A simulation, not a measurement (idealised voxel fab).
Process module heading - voxel transistor to metal
The figure presents cross-section cut, which has a width of 140 nm and is divided into square cells with an edge length of 5 nm.
For the purposes of this document, a cross-section shall be understood as a grid of square cells, specified as bands listed in top-to-bottom order, each band consisting of one or more rows of cells. Band: top height; bottom height; in nm. Then, left to right: material with width in nm, for each material. "all across": a single material spanning edge to edge. "blank": empty space. Measure heights from 0. That's the level where, below it, the as-received wafer is all one material. The lowest band is bottomless and extends downward; write it as in "0 and below". Per-row width for "30..40": begins at first number (top row of band), ends at second number (bottom row), increment between rows held constant. Given "remained the same" for a step, no cell of the cross-section differs between before and after that step. So "Sealed void inventory" is basically the list of trapped voids: any empty space of 8 cells or more that can't reach the top through an opening. They're written width x height at distance, the distance being from the left edge, and it's all nm. Past the settings on a step's line: simulator remark, on that step. What "overlay nm" on a step's line means: if the step has a mask, that mask lay this far to the right of its planned place, or, when the value is negative, to the left.

[So here's the lineup of process steps we planned]
1) RECEIVE: material Si
2) CONFORMAL_DEP: material SiO2, thk nm 5
3) CONFORMAL_DEP: material SiN, thk nm 10
4) MASKED_ETCH: tone cover, mask id ACTIVE, width nm 100, etch materials SiN, depth nm 10, overlay nm 0
5) MASKED_ETCH: tone cover, mask id ACTIVE, width nm 100, etch materials SiO2, depth nm 5, overlay nm 0
6) MASKED_ETCH: tone cover, mask id ACTIVE, width nm 100, etch materials Si, depth nm 35, overlay nm 0
7) FILL_DEP: material SiO2, thk nm 10
8) CMP: height nm 15
9) SELECTIVE_ETCH: etch materials SiO2, depth nm 5
10) STRIP: etch materials SiN
11) SELECTIVE_ETCH: etch materials SiO2, depth nm 5
12) OXIDIZE: depth nm 5
13) DIRECTIONAL_DEP: material polySi, thk nm 25
14) DIRECTIONAL_DEP: material SiCN, thk nm 10
15) MASKED_ETCH: tone cover, mask id GATE, width nm 30, etch materials SiCN, depth nm 20, overlay nm 0
16) MASKED_ETCH: tone cover, mask id GATE, width nm 30, etch materials polySi, depth nm 35, overlay nm 0
17) CONFORMAL_DEP: material SiN, thk nm 10
18) DIRECTIONAL_ETCH: etch materials SiN, depth nm 10
19) DIRECTIONAL_ETCH: etch materials SiO2, depth nm 5
20) DIRECTIONAL_ETCH: etch materials Si, depth nm 15
21) EPI: material SiGe, thk nm 15
22) FILL_DEP: material SiO2, thk nm 10
23) CMP: height nm 25
24) STRIP: etch materials polySi
25) SELECTIVE_ETCH: etch materials SiO2, depth nm 5
26) CONFORMAL_DEP: material HfO2, thk nm 5
27) CONFORMAL_DEP: material TiN, thk nm 5
28) FILL_DEP: material W, thk nm 10
29) CMP: height nm 20
30) DIRECTIONAL_DEP: material SiO2, thk nm 10
31) MASKED_ETCH: tone open, mask id CONTACT, width nm 15, pitch nm 75, etch materials SiO2, depth nm 20, overlay nm 0
32) CONFORMAL_DEP: material TiN, thk nm 5
33) FILL_DEP: material W, thk nm 10
34) CMP: height nm 30
35) CONFORMAL_DEP: material SiN, thk nm 5
36) DIRECTIONAL_DEP: material lowk, thk nm 20
37) MASKED_ETCH: tone open, mask id METAL_1, width nm 15, pitch nm 75, etch materials lowk, depth nm 20, overlay nm 0
38) MASKED_ETCH: tone open, mask id METAL_1, width nm 15, pitch nm 75, etch materials SiN, depth nm 5, overlay nm 0
39) CONFORMAL_DEP: material TiN, thk nm 5
40) FILL_DEP: material Cu, thk nm 10
41) CMP: height nm 55
42) CONFORMAL_DEP: material SiN, thk nm 5

[Wafer as received: cross-section following step 1]
  0 and below | Si all across
  Sealed void inventory: none

[Sectioned view, first of two wafers, at the close of the module, processed as intended in the plan]
  60 down to 55 | SiN all across
  55 down to 35 | lowk 25 nm; TiN 5 nm; Cu 5 nm; TiN 5 nm; lowk 60 nm; TiN 5 nm; Cu 5 nm; TiN 5 nm; lowk 25 nm
  35 down to 30 | SiN 25 nm; TiN 15 nm; SiN 60 nm; TiN 15 nm; SiN 25 nm
  30 down to 20 | SiO2 25 nm; TiN 5 nm; W 5 nm; TiN 5 nm; SiO2 60 nm; TiN 5 nm; W 5 nm; TiN 5 nm; SiO2 25 nm
  20 down to 15 | SiO2 25 nm; TiN 5 nm; W 5 nm; TiN 5 nm; SiO2 5 nm; SiN 10 nm; HfO2 5 nm; TiN 5 nm; W 10 nm; TiN 5 nm; HfO2 5 nm; SiN 10 nm; SiO2 5 nm; TiN 5 nm; W 5 nm; TiN 5 nm; SiO2 25 nm
  15 down to 10 | SiO2 25 nm; TiN 15 nm; SiO2 5 nm; SiN 10 nm; HfO2 5 nm; TiN 5 nm; W 10 nm; TiN 5 nm; HfO2 5 nm; SiN 10 nm; SiO2 5 nm; TiN 15 nm; SiO2 25 nm
  10 down to 5 | SiO2 20 nm; SiGe 25 nm; SiN 10 nm; HfO2 5 nm; TiN 5 nm; W 10 nm; TiN 5 nm; HfO2 5 nm; SiN 10 nm; SiGe 25 nm; SiO2 20 nm
  5 down to 0 | SiO2 15 nm; SiN 10 nm; SiGe 20 nm; SiN 10 nm; HfO2 5 nm; TiN 20 nm; HfO2 5 nm; SiN 10 nm; SiGe 20 nm; SiN 10 nm; SiO2 15 nm
  0 down to -5 | SiO2 25 nm; SiGe 20 nm; SiO2 5 nm; HfO2 40 nm; SiO2 5 nm; SiGe 20 nm; SiO2 25 nm
  -5 down to -20 | SiO2 20 nm; Si 5 nm; SiGe 20 nm; Si 50 nm; SiGe 20 nm; Si 5 nm; SiO2 20 nm
  -20 down to -35 | SiO2 20 nm; Si 100 nm; SiO2 20 nm
  -35 and below | Si all across
  Sealed void inventory: none

[The second wafer, shown in cross-section after the module: started the same way as the first and given the same plan, yet one mistake crept into how it was run]
  60 down to 55 | SiN all across
  55 down to 35 | lowk 25 nm; TiN 5 nm; Cu 5 nm; TiN 5 nm; lowk 60 nm; TiN 5 nm; Cu 5 nm; TiN 5 nm; lowk 25 nm
  35 down to 30 | SiN 25 nm; TiN 15 nm; SiN 60 nm; TiN 15 nm; SiN 25 nm
  30 down to 25 | SiO2 25 nm; TiN 5 nm; W 5 nm; TiN 5 nm; SiO2 60 nm; TiN 5 nm; W 5 nm; TiN 5 nm; SiO2 25 nm
  25 down to 20 | SiO2 25 nm; TiN 15 nm; SiO2 60 nm; TiN 15 nm; SiO2 25 nm
  20 down to 5 | SiO2 5 nm; SiGe 40 nm; SiN 10 nm; HfO2 5 nm; TiN 5 nm; W 10 nm; TiN 5 nm; HfO2 5 nm; SiN 10 nm; SiGe 40 nm; SiO2 5 nm
  5 down to 0 | SiO2 5 nm; SiGe 10 nm; SiN 10 nm; SiGe 20 nm; SiN 10 nm; HfO2 5 nm; TiN 20 nm; HfO2 5 nm; SiN 10 nm; SiGe 20 nm; SiN 10 nm; SiGe 10 nm; SiO2 5 nm
  0 down to -5 | SiO2 25 nm; SiGe 20 nm; SiO2 5 nm; HfO2 40 nm; SiO2 5 nm; SiGe 20 nm; SiO2 25 nm
  -5 down to -20 | SiO2 20 nm; Si 5 nm; SiGe 20 nm; Si 50 nm; SiGe 20 nm; Si 5 nm; SiO2 20 nm
  -20 down to -35 | SiO2 20 nm; Si 100 nm; SiO2 20 nm
  -35 and below | Si all across
  Sealed void inventory: none
The mistake made against the process plan was this: step 21 of the plan was executed twice over
FYI, end of process, the second wafer has more or fewer cells of some materials than the first: 42 more of SiGe | 30 fewer of SiO2 | 8 fewer of TiN | 4 fewer of W
